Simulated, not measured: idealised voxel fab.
process module | voxel fin reveal
cross-section cut | 205 nm wide | cells 5 nm
A cross-section is a grid of square cells, given in bands from the top down. A band is one or more rows of cells.
Each band's line starts with the height of the band's top and of its bottom, in nm. Then come its materials from left to right, each with its width in nm. One material with "throughout" fills the band from edge to edge. "air" is empty space.
Height 0 is the level under which the wafer as received is all one material. The lowest band goes on downwards, as in "0 down".
A width such as "30 to 40" changes by the same amount from each row of cells to the next, from the band's top row to its bottom row.
"no change" after a step means that no cell of the cross-section changed.
closed voids: empty space of 8 cells or more with no open way to the top, each as width x height at its distance from the left edge, in nm
after a step's settings: what the simulator itself notes on the step
overlay nm, on a step with a mask: how far to the right of its planned place the mask lay; to the left if negative
plan
1 op RECEIVE | material Si
2 op CONFORMAL_DEP | material SiN | thk nm 5
3 op DIRECTIONAL_DEP | material aC | thk nm 10
4 op PATTERN | tone cover | mask id FINS | material resist | width nm 15 | pitch nm 40 | thk nm 25 | overlay nm 0
5 op DIRECTIONAL_ETCH | etch materials aC | depth nm 10
6 op STRIP | etch materials resist
7 op DIRECTIONAL_ETCH | etch materials SiN | depth nm 5
8 op DIRECTIONAL_ETCH | etch materials Si | depth nm 35
9 op STRIP | etch materials aC
10 op OXIDIZE | depth nm 5
11 op FILL_DEP | material SiO2 | thk nm 5
12 op CMP | height nm 5
13 op SELECTIVE_ETCH | etch materials SiO2 | depth nm 15
14 op STRIP | etch materials SiN
15 op CONFORMAL_DEP | material SiO2 | thk nm 5
first wafer, as planned
as received, after step 1
  0 down: Si throughout
  closed voids: none
after step 2
  5 to 0: SiN throughout
  below 0: unchanged
after step 3
  15 to 5: aC throughout
  below 5: unchanged
after step 4
  40 to 15: air 35 | resist 15 | air 25 | resist 15 | air 25 | resist 15 | air 25 | resist 15 | air 35
  below 15: unchanged
after step 5
  30 to 15: air 35 | resist 15 | air 25 | resist 15 | air 25 | resist 15 | air 25 | resist 15 | air 35
  15 to 5: air 35 | aC 15 | air 25 | aC 15 | air 25 | aC 15 | air 25 | aC 15 | air 35
  below 5: unchanged
after step 6
  15 to 5: air 35 | aC 15 | air 25 | aC 15 | air 25 | aC 15 | air 25 | aC 15 | air 35
  below 5: unchanged
after step 7
  15 to 5: air 35 | aC 15 | air 25 | aC 15 | air 25 | aC 15 | air 25 | aC 15 | air 35
  5 to 0: air 35 | SiN 15 | air 25 | SiN 15 | air 25 | SiN 15 | air 25 | SiN 15 | air 35
  below 0: unchanged
after step 8
  15 to 5: air 35 | aC 15 | air 25 | aC 15 | air 25 | aC 15 | air 25 | aC 15 | air 35
  5 to 0: air 35 | SiN 15 | air 25 | SiN 15 | air 25 | SiN 15 | air 25 | SiN 15 | air 35
  0 to -35: air 35 | Si 15 | air 25 | Si 15 | air 25 | Si 15 | air 25 | Si 15 | air 35
  below -35: unchanged
after step 9
  5 to 0: air 35 | SiN 15 | air 25 | SiN 15 | air 25 | SiN 15 | air 25 | SiN 15 | air 35
  below 0: unchanged
after step 10
  5 to 0: air 35 | SiN 15 | air 25 | SiN 15 | air 25 | SiN 15 | air 25 | SiN 15 | air 35
  0 to -35: air 35 | SiO2 5 | Si 5 | SiO2 5 | air 25 | SiO2 5 | Si 5 | SiO2 5 | air 25 | SiO2 5 | Si 5 | SiO2 5 | air 25 | SiO2 5 | Si 5 | SiO2 5 | air 35
  -35 to -40: SiO2 40 | Si 5 | SiO2 35 | Si 5 | SiO2 35 | Si 5 | SiO2 35 | Si 5 | SiO2 40
  below -40: unchanged
after step 11
  10 to 5: SiO2 throughout
  5 to 0: SiO2 35 | SiN 15 | SiO2 25 | SiN 15 | SiO2 25 | SiN 15 | SiO2 25 | SiN 15 | SiO2 35
  0 to -40: SiO2 40 | Si 5 | SiO2 35 | Si 5 | SiO2 35 | Si 5 | SiO2 35 | Si 5 | SiO2 40
  below -40: unchanged
after step 12
  5 to 0: SiO2 35 | SiN 15 | SiO2 25 | SiN 15 | SiO2 25 | SiN 15 | SiO2 25 | SiN 15 | SiO2 35
  below 0: unchanged
after step 13
  5 to 0: air 35 | SiN 15 | air 25 | SiN 15 | air 25 | SiN 15 | air 25 | SiN 15 | air 35
  0 to -10: air 40 | Si 5 | air 35 | Si 5 | air 35 | Si 5 | air 35 | Si 5 | air 40
  below -10: unchanged
after step 14
  0 to -10: air 40 | Si 5 | air 35 | Si 5 | air 35 | Si 5 | air 35 | Si 5 | air 40
  below -10: unchanged
after step 15
  5 to 0: air 35 | SiO2 15 | air 25 | SiO2 15 | air 25 | SiO2 15 | air 25 | SiO2 15 | air 35
  0 to -5: air 35 | SiO2 5 | Si 5 | SiO2 5 | air 25 | SiO2 5 | Si 5 | SiO2 5 | air 25 | SiO2 5 | Si 5 | SiO2 5 | air 25 | SiO2 5 | Si 5 | SiO2 5 | air 35
  -5 to -40: SiO2 40 | Si 5 | SiO2 35 | Si 5 | SiO2 35 | Si 5 | SiO2 35 | Si 5 | SiO2 40
  below -40: unchanged
second wafer: like start, like plan, one mistake. Through step 3 it matches the first wafer
when step 4 should have ended
  40 to 15: air 30 | resist 15 | air 25 | resist 15 | air 25 | resist 15 | air 25 | resist 15 | air 40
  below 15: unchanged
when step 5 should have ended
  30 to 15: air 30 | resist 15 | air 25 | resist 15 | air 25 | resist 15 | air 25 | resist 15 | air 40
  15 to 5: air 30 | aC 15 | air 25 | aC 15 | air 25 | aC 15 | air 25 | aC 15 | air 40
  below 5: unchanged
when step 6 should have ended
  15 to 5: air 30 | aC 15 | air 25 | aC 15 | air 25 | aC 15 | air 25 | aC 15 | air 40
  below 5: unchanged
when step 7 should have ended
  15 to 5: air 30 | aC 15 | air 25 | aC 15 | air 25 | aC 15 | air 25 | aC 15 | air 40
  5 to 0: air 30 | SiN 15 | air 25 | SiN 15 | air 25 | SiN 15 | air 25 | SiN 15 | air 40
  below 0: unchanged
when step 8 should have ended
  15 to 5: air 30 | aC 15 | air 25 | aC 15 | air 25 | aC 15 | air 25 | aC 15 | air 40
  5 to 0: air 30 | SiN 15 | air 25 | SiN 15 | air 25 | SiN 15 | air 25 | SiN 15 | air 40
  0 to -35: air 30 | Si 15 | air 25 | Si 15 | air 25 | Si 15 | air 25 | Si 15 | air 40
  below -35: unchanged
when step 9 should have ended
  5 to 0: air 30 | SiN 15 | air 25 | SiN 15 | air 25 | SiN 15 | air 25 | SiN 15 | air 40
  below 0: unchanged
when step 10 should have ended
  5 to 0: air 30 | SiN 15 | air 25 | SiN 15 | air 25 | SiN 15 | air 25 | SiN 15 | air 40
  0 to -35: air 30 | SiO2 5 | Si 5 | SiO2 5 | air 25 | SiO2 5 | Si 5 | SiO2 5 | air 25 | SiO2 5 | Si 5 | SiO2 5 | air 25 | SiO2 5 | Si 5 | SiO2 5 | air 40
  -35 to -40: SiO2 35 | Si 5 | SiO2 35 | Si 5 | SiO2 35 | Si 5 | SiO2 35 | Si 5 | SiO2 45
  below -40: unchanged
when step 11 should have ended
  10 to 5: SiO2 throughout
  5 to 0: SiO2 30 | SiN 15 | SiO2 25 | SiN 15 | SiO2 25 | SiN 15 | SiO2 25 | SiN 15 | SiO2 40
  0 to -40: SiO2 35 | Si 5 | SiO2 35 | Si 5 | SiO2 35 | Si 5 | SiO2 35 | Si 5 | SiO2 45
  below -40: unchanged
when step 12 should have ended
  5 to 0: SiO2 30 | SiN 15 | SiO2 25 | SiN 15 | SiO2 25 | SiN 15 | SiO2 25 | SiN 15 | SiO2 40
  below 0: unchanged
when step 13 should have ended
  5 to 0: air 30 | SiN 15 | air 25 | SiN 15 | air 25 | SiN 15 | air 25 | SiN 15 | air 40
  0 to -10: air 35 | Si 5 | air 35 | Si 5 | air 35 | Si 5 | air 35 | Si 5 | air 45
  below -10: unchanged
when step 14 should have ended
  0 to -10: air 35 | Si 5 | air 35 | Si 5 | air 35 | Si 5 | air 35 | Si 5 | air 45
  below -10: unchanged
when step 15 should have ended
  5 to 0: air 30 | SiO2 15 | air 25 | SiO2 15 | air 25 | SiO2 15 | air 25 | SiO2 15 | air 40
  0 to -5: air 30 | SiO2 5 | Si 5 | SiO2 5 | air 25 | SiO2 5 | Si 5 | SiO2 5 | air 25 | SiO2 5 | Si 5 | SiO2 5 | air 25 | SiO2 5 | Si 5 | SiO2 5 | air 40
  -5 to -40: SiO2 35 | Si 5 | SiO2 35 | Si 5 | SiO2 35 | Si 5 | SiO2 35 | Si 5 | SiO2 45
  below -40: unchanged
what went wrong: step 4 ran as: op PATTERN | tone cover | mask id FINS | material resist | width nm 15 | pitch nm 40 | thk nm 25 | overlay nm -5
at the end the second wafer has, in cells: as many of each material as the first, in other places
